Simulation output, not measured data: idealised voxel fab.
The following process module bears the name voxel released beams.
The cross-section shown here is cut; it is 280 nm wide and divided into square cells measuring 5 nm on a side.
A cross-section is written here as square cells arranged in a grid, and it is given in bands from the top down, each band taking up one or more rows of cells. Look at the band entry: it leads with the top's height and the bottom's height in nm. Then it lists the materials left to right, with a width in nm for each. The word "throughout" on a single material says that material fills the band edge to edge. The word "empty" is empty space. Heights are measured from 0, the level below which the as-received wafer is all one material; the lowest band has no bottom and continues downward, written as in "0 down". Think of "30..40" as a width that walks from the first number to the second as you go down the band, top row to bottom row, taking equal-sized steps from row to row. You'll sometimes find "everything unchanged" written for a step, and that's the way of saying that nowhere in the cross-section did a cell change during that step. The entry titled "Tabulated closed voids" provides the empty spaces that have no open way to the top, restricted to those of 8 cells or more. Each is presented as width x height at distance, the distance being measured from the left edge, with all three in nm. Formally, on a step line, whatever follows the settings is a remark that the simulator itself makes on the step. overlay nm, on a step with a mask: how far to the right of its planned place the mask lay; to the left if negative.

Process steps foreseen in the plan
1) RECEIVE, material Si
2) CONFORMAL_DEP, material Al2O3, thk nm 5
3) DIRECTIONAL_DEP, material SiO2, thk nm 10
4) DIRECTIONAL_DEP, material aC, thk nm 10
5) PATTERN, tone open, mask id ANCHOR, material resist, width nm 40, thk nm 25, overlay nm 0
6) DIRECTIONAL_ETCH, etch materials aC, depth nm 10
7) STRIP, etch materials resist
8) DIRECTIONAL_ETCH, etch materials SiO2, depth nm 10
9) STRIP, etch materials aC
10) CONFORMAL_DEP, material SiN, thk nm 15
11) MASKED_ETCH, tone cover, mask id BEAM, width nm 85, etch materials SiN, depth nm 15, overlay nm 0
12) STRIP, etch materials SiO2

This is the cross-section of the wafer as we received it, i.e. after step 1
0 down  Si throughout
Tabulated closed voids: none

Starting wafer: above. Plan: above. Run: one mistake. Cross-section after the module: below
30 to 15  empty (95), then SiN (85), then empty (100)
15 to 10  Al2O3 throughout
10 to 0  SiO2 throughout
0 down  Si throughout
Tabulated closed voids: none
Run error: ran 2 and 3 in swapped order versus the plan
